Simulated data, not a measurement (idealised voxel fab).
process module | voxel released beams
cross-section cut | 205 nm wide | cells 5 nm
A cross-section is a grid of square cells, given in bands from the top down. A band is one or more rows of cells.
Each band's line starts with the height of the band's top and of its bottom, in nm. Then come its materials from left to right, each with its width in nm. One material with "throughout" fills the band from edge to edge. "air" is empty space.
Height 0 is the level under which the wafer as received is all one material. The lowest band goes on downwards, as in "0 down".
A width such as "30 to 40" changes by the same amount from each row of cells to the next, from the band's top row to its bottom row.
"no change" after a step means that no cell of the cross-section changed.
closed voids: empty space of 8 cells or more with no open way to the top, each as width x height at its distance from the left edge, in nm
after a step's settings: what the simulator itself notes on the step
overlay nm, on a step with a mask: how far to the right of its planned place the mask lay; to the left if negative
plan
1 op RECEIVE | material Si
2 op CONFORMAL_DEP | material Al2O3 | thk nm 10
3 op DIRECTIONAL_DEP | material SiO2 | thk nm 15
4 op PATTERN | tone open | mask id ANCHOR | material resist | width nm 35 | thk nm 20 | overlay nm 0
5 op DIRECTIONAL_ETCH | etch materials SiO2 | depth nm 15
6 op STRIP | etch materials resist
7 op CONFORMAL_DEP | material polySi | thk nm 10
8 op DIRECTIONAL_DEP | material aC | thk nm 10
9 op PATTERN | tone cover | mask id BEAM | material resist | width nm 100 | thk nm 30 | overlay nm 0
10 op DIRECTIONAL_ETCH | etch materials aC | depth nm 10
11 op STRIP | etch materials resist
12 op DIRECTIONAL_ETCH | etch materials polySi | depth nm 10
13 op STRIP | etch materials aC
14 op STRIP | etch materials SiO2
as received, after step 1
  0 down: Si throughout
  closed voids: none
first wafer at the end, as planned
  35 to 25: air 50 | polySi 15 | air 15 | polySi 70 | air 55
  25 to 20: air 55 | polySi 10 | air 15 | polySi 10 | air 115
  20 to 10: air 55 | polySi 35 | air 115
  10 to 0: Al2O3 throughout
  0 down: Si throughout
  closed voids: none
second wafer at the end: like start, like plan, one mistake
  35 to 25: air 50 | polySi 100 | air 55
  25 to 15: Al2O3 throughout
  15 to 0: SiO2 throughout
  0 down: Si throughout
  closed voids: none
what went wrong: steps 2 and 3 were swapped
at the end the second wafer has, in cells: 123 more of SiO2 | 12 fewer of polySi
